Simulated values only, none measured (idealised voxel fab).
The process module presented herein is designated voxel self aligned contacts.
Square cells of 5 nm make up the cross-section cut, whose width is 300 nm.
For the purposes of this document, a cross-section shall be understood as a grid of square cells, specified as bands listed in top-to-bottom order, each band consisting of one or more rows of cells.
Top height, bottom height, nm. Materials left to right, width each, nm. Single material + "all across" = fills band edge to edge. "air" = empty.
Height is counted from the level 0, under which the received wafer is composed throughout of one material. The lowest of the bands is not closed at the bottom but continues downward, in the notation "0 -> down".
Read "30->40" as a graded width: first number on top, second number at the bottom, same change between each pair of neighbouring rows.
Basically "no change occurred" means that step didn't change any cell in the cross-section.
In "Sealed void inventory" the enclosed voids are listed, meaning empty spaces of 8 cells or larger without any opening to the top. The form is width x height at distance, distance from the left edge, units nm.
On a step's line, text after the settings is the simulator commenting on that step.
"overlay nm", when on a step's line for a step with a mask, measures how far to the right of its planned place the mask lay; a negative measure means to the left.

[Intended process steps]
1 RECEIVE, material Si
2 OXIDIZE, depth nm 5
3 DIRECTIONAL_DEP, material polySi, thk nm 25
4 DIRECTIONAL_DEP, material SiN, thk nm 25
5 DIRECTIONAL_DEP, material aC, thk nm 10
6 PATTERN, tone cover, mask id GATE, material resist, width nm 35, pitch nm 80, thk nm 25, overlay nm 0
7 DIRECTIONAL_ETCH, etch materials aC, depth nm 10
8 STRIP, etch materials resist
9 DIRECTIONAL_ETCH, etch materials SiN, depth nm 25
10 DIRECTIONAL_ETCH, etch materials polySi, depth nm 15
11 STRIP, etch materials aC
12 CONFORMAL_DEP, material SiN, thk nm 10
13 DIRECTIONAL_ETCH, etch materials SiN, depth nm 10
14 FILL_DEP, material SiO2, thk nm 15
15 CMP, height nm 60
16 DIRECTIONAL_DEP, material aC, thk nm 10
17 PATTERN, tone open, mask id CONTACT, material resist, width nm 65, pitch nm 80, thk nm 25, overlay nm 0
18 DIRECTIONAL_ETCH, etch materials aC, depth nm 10
19 STRIP, etch materials resist
20 DIRECTIONAL_ETCH, etch materials SiO2, depth nm 65
21 STRIP, etch materials aC
22 CONFORMAL_DEP, material TiN, thk nm 5
23 FILL_DEP, material Ru, thk nm 10
24 CMP, height nm 60
25 CONFORMAL_DEP, material SiN, thk nm 5
Wafer-to-wafer difference: depth nm, step 10. Common start. Plan = first wafer's value.

[First of several wafers, received after step 1, in cross-section]
> 0 -> down: Si all across
> Sealed void inventory: none

[Heads up, this table goes wafer by wafer. A row tells you, at the end of the module, how many cells of each material that wafer has put on (+) or dropped (-) since it was received, and then its closed voids]
depth nm 15, +70 Ru, -60 Si, +261 SiN, +264 SiO2, +62 TiN, +183 polySi, Sealed void inventory: none
depth nm 20, +76 Ru, -60 Si, +273 SiN, +281 SiO2, +66 TiN, +144 polySi, Sealed void inventory: none
depth nm 25, +88 Ru, -60 Si, +285 SiN, +288 SiO2, +74 TiN, +105 polySi, Sealed void inventory: none
depth nm 30, +88 Ru, -60 Si, +285 SiN, +288 SiO2, +74 TiN, +105 polySi, Sealed void inventory: none
depth nm 35, +88 Ru, -60 Si, +285 SiN, +288 SiO2, +74 TiN, +105 polySi, Sealed void inventory: none
depth nm 40, +88 Ru, -60 Si, +285 SiN, +288 SiO2, +74 TiN, +105 polySi, Sealed void inventory: none
